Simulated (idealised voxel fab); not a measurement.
process module | voxel gate over fins
cross-section cut | 235 nm wide | cells 5 nm
A cross-section is a grid of square cells, given in bands from the top down. A band is one or more rows of cells.
Each band's line starts with the height of the band's top and of its bottom, in nm. Then come its materials from left to right, each with its width in nm. One material with "throughout" fills the band from edge to edge. "air" is empty space.
Height 0 is the level under which the wafer as received is all one material. The lowest band goes on downwards, as in "0 down".
A width such as "30 to 40" changes by the same amount from each row of cells to the next, from the band's top row to its bottom row.
"no change" after a step means that no cell of the cross-section changed.
closed voids: empty space of 8 cells or more with no open way to the top, each as width x height at its distance from the left edge, in nm
after a step's settings: what the simulator itself notes on the step
overlay nm, on a step with a mask: how far to the right of its planned place the mask lay; to the left if negative
plan
1 op RECEIVE | material Si
2 op CONFORMAL_DEP | material SiN | thk nm 5
3 op PATTERN | tone cover | mask id FINS | material resist | width nm 15 | pitch nm 35 | thk nm 15 | overlay nm 0
4 op DIRECTIONAL_ETCH | etch materials SiN | depth nm 5
5 op DIRECTIONAL_ETCH | etch materials Si | depth nm 35
6 op STRIP | etch materials resist
7 op FILL_DEP | material SiO2 | thk nm 15
8 op CMP | height nm 5
9 op SELECTIVE_ETCH | etch materials SiO2 | depth nm 15
10 op STRIP | etch materials SiN
11 op CONFORMAL_DEP | material HfO2 | thk nm 5
12 op CONFORMAL_DEP | material TiN | thk nm 5
13 op CONFORMAL_DEP | material TiAl | thk nm 5
14 op CONFORMAL_DEP | material TiN | thk nm 5
15 op FILL_DEP | material W | thk nm 15
16 op CMP | height nm 30
17 op CONFORMAL_DEP | material SiCN | thk nm 5
first wafer, as planned
as received, after step 1
  0 down: Si throughout
  closed voids: none
after step 2
  5 to 0: SiN throughout
  below 0: unchanged
after step 3
  20 to 5: air 90 | resist 15 | air 20 | resist 15 | air 95
  below 5: unchanged
after step 4
  20 to 5: air 90 | resist 15 | air 20 | resist 15 | air 95
  5 to 0: air 90 | SiN 15 | air 20 | SiN 15 | air 95
  below 0: unchanged
after step 5
  20 to 5: air 90 | resist 15 | air 20 | resist 15 | air 95
  5 to 0: air 90 | SiN 15 | air 20 | SiN 15 | air 95
  0 to -35: air 90 | Si 15 | air 20 | Si 15 | air 95
  below -35: unchanged
after step 6
  5 to 0: air 90 | SiN 15 | air 20 | SiN 15 | air 95
  below 0: unchanged
after step 7
  20 to 5: SiO2 throughout
  5 to 0: SiO2 90 | SiN 15 | SiO2 20 | SiN 15 | SiO2 95
  0 to -35: SiO2 90 | Si 15 | SiO2 20 | Si 15 | SiO2 95
  below -35: unchanged
after step 8
  5 to 0: SiO2 90 | SiN 15 | SiO2 20 | SiN 15 | SiO2 95
  below 0: unchanged
after step 9
  5 to 0: air 90 | SiN 15 | air 20 | SiN 15 | air 95
  0 to -10: air 90 | Si 15 | air 20 | Si 15 | air 95
  below -10: unchanged
after step 10
  0 to -10: air 90 | Si 15 | air 20 | Si 15 | air 95
  below -10: unchanged
after step 11
  5 to 0: air 85 | HfO2 25 | air 10 | HfO2 25 | air 90
  0 to -5: air 85 | HfO2 5 | Si 15 | HfO2 5 | air 10 | HfO2 5 | Si 15 | HfO2 5 | air 90
  -5 to -10: HfO2 90 | Si 15 | HfO2 20 | Si 15 | HfO2 95
  below -10: unchanged
after step 12
  10 to 5: air 80 | TiN 70 | air 85
  5 to 0: air 80 | TiN 5 | HfO2 25 | TiN 10 | HfO2 25 | TiN 5 | air 85
  0 to -5: TiN 85 | HfO2 5 | Si 15 | HfO2 5 | TiN 10 | HfO2 5 | Si 15 | HfO2 5 | TiN 90
  below -5: unchanged
after step 13
  15 to 10: air 75 | TiAl 80 | air 80
  10 to 5: air 75 | TiAl 5 | TiN 70 | TiAl 5 | air 80
  5 to 0: TiAl 80 | TiN 5 | HfO2 25 | TiN 10 | HfO2 25 | TiN 5 | TiAl 85
  below 0: unchanged
after step 14
  20 to 15: air 70 | TiN 90 | air 75
  15 to 10: air 70 | TiN 5 | TiAl 80 | TiN 5 | air 75
  10 to 5: TiN 75 | TiAl 5 | TiN 70 | TiAl 5 | TiN 80
  below 5: unchanged
after step 15
  35 to 20: W throughout
  20 to 15: W 70 | TiN 90 | W 75
  15 to 10: W 70 | TiN 5 | TiAl 80 | TiN 5 | W 75
  below 10: unchanged
after step 16
  30 to 20: W throughout
  below 20: unchanged
after step 17
  35 to 30: SiCN throughout
  below 30: unchanged
second wafer: like start, like plan, one mistake. Through step 8 it matches the first wafer
when step 9 should have ended
  5 to 0: air 90 | SiN 15 | air 20 | SiN 15 | air 95
  0 to -25: air 90 | Si 15 | air 20 | Si 15 | air 95
  below -25: unchanged
when step 10 should have ended
  0 to -25: air 90 | Si 15 | air 20 | Si 15 | air 95
  below -25: unchanged
when step 11 should have ended
  5 to 0: air 85 | HfO2 25 | air 10 | HfO2 25 | air 90
  0 to -20: air 85 | HfO2 5 | Si 15 | HfO2 5 | air 10 | HfO2 5 | Si 15 | HfO2 5 | air 90
  -20 to -25: HfO2 90 | Si 15 | HfO2 20 | Si 15 | HfO2 95
  below -25: unchanged
when step 12 should have ended
  10 to 5: air 80 | TiN 70 | air 85
  5 to 0: air 80 | TiN 5 | HfO2 25 | TiN 10 | HfO2 25 | TiN 5 | air 85
  0 to -15: air 80 | TiN 5 | HfO2 5 | Si 15 | HfO2 5 | TiN 10 | HfO2 5 | Si 15 | HfO2 5 | TiN 5 | air 85
  -15 to -20: TiN 85 | HfO2 5 | Si 15 | HfO2 5 | TiN 10 | HfO2 5 | Si 15 | HfO2 5 | TiN 90
  below -20: unchanged
when step 13 should have ended
  15 to 10: air 75 | TiAl 80 | air 80
  10 to 5: air 75 | TiAl 5 | TiN 70 | TiAl 5 | air 80
  5 to 0: air 75 | TiAl 5 | TiN 5 | HfO2 25 | TiN 10 | HfO2 25 | TiN 5 | TiAl 5 | air 80
  0 to -10: air 75 | TiAl 5 | TiN 5 | HfO2 5 | Si 15 | HfO2 5 | TiN 10 | HfO2 5 | Si 15 | HfO2 5 | TiN 5 | TiAl 5 | air 80
  -10 to -15: TiAl 80 | TiN 5 | HfO2 5 | Si 15 | HfO2 5 | TiN 10 | HfO2 5 | Si 15 | HfO2 5 | TiN 5 | TiAl 85
  below -15: unchanged
when step 14 should have ended
  20 to 15: air 70 | TiN 90 | air 75
  15 to 10: air 70 | TiN 5 | TiAl 80 | TiN 5 | air 75
  10 to 5: air 70 | TiN 5 | TiAl 5 | TiN 70 | TiAl 5 | TiN 5 | air 75
  5 to 0: air 70 | TiN 5 | TiAl 5 | TiN 5 | HfO2 25 | TiN 10 | HfO2 25 | TiN 5 | TiAl 5 | TiN 5 | air 75
  0 to -5: air 70 | TiN 5 | TiAl 5 | TiN 5 | HfO2 5 | Si 15 | HfO2 5 | TiN 10 | HfO2 5 | Si 15 | HfO2 5 | TiN 5 | TiAl 5 | TiN 5 | air 75
  -5 to -10: TiN 75 | TiAl 5 | TiN 5 | HfO2 5 | Si 15 | HfO2 5 | TiN 10 | HfO2 5 | Si 15 | HfO2 5 | TiN 5 | TiAl 5 | TiN 80
  below -10: unchanged
when step 15 should have ended
  35 to 20: W throughout
  20 to 15: W 70 | TiN 90 | W 75
  15 to 10: W 70 | TiN 5 | TiAl 80 | TiN 5 | W 75
  10 to 5: W 70 | TiN 5 | TiAl 5 | TiN 70 | TiAl 5 | TiN 5 | W 75
  5 to 0: W 70 | TiN 5 | TiAl 5 | TiN 5 | HfO2 25 | TiN 10 | HfO2 25 | TiN 5 | TiAl 5 | TiN 5 | W 75
  0 to -5: W 70 | TiN 5 | TiAl 5 | TiN 5 | HfO2 5 | Si 15 | HfO2 5 | TiN 10 | HfO2 5 | Si 15 | HfO2 5 | TiN 5 | TiAl 5 | TiN 5 | W 75
  below -5: unchanged
when step 16 should have ended
  30 to 20: W throughout
  below 20: unchanged
when step 17 should have ended
  35 to 30: SiCN throughout
  below 30: unchanged
what went wrong: step 9 was run twice
at the end the second wafer has, in cells: 12 more of HfO2 | 123 fewer of SiO2 | 6 more of TiAl | 18 more of TiN | 87 more of W
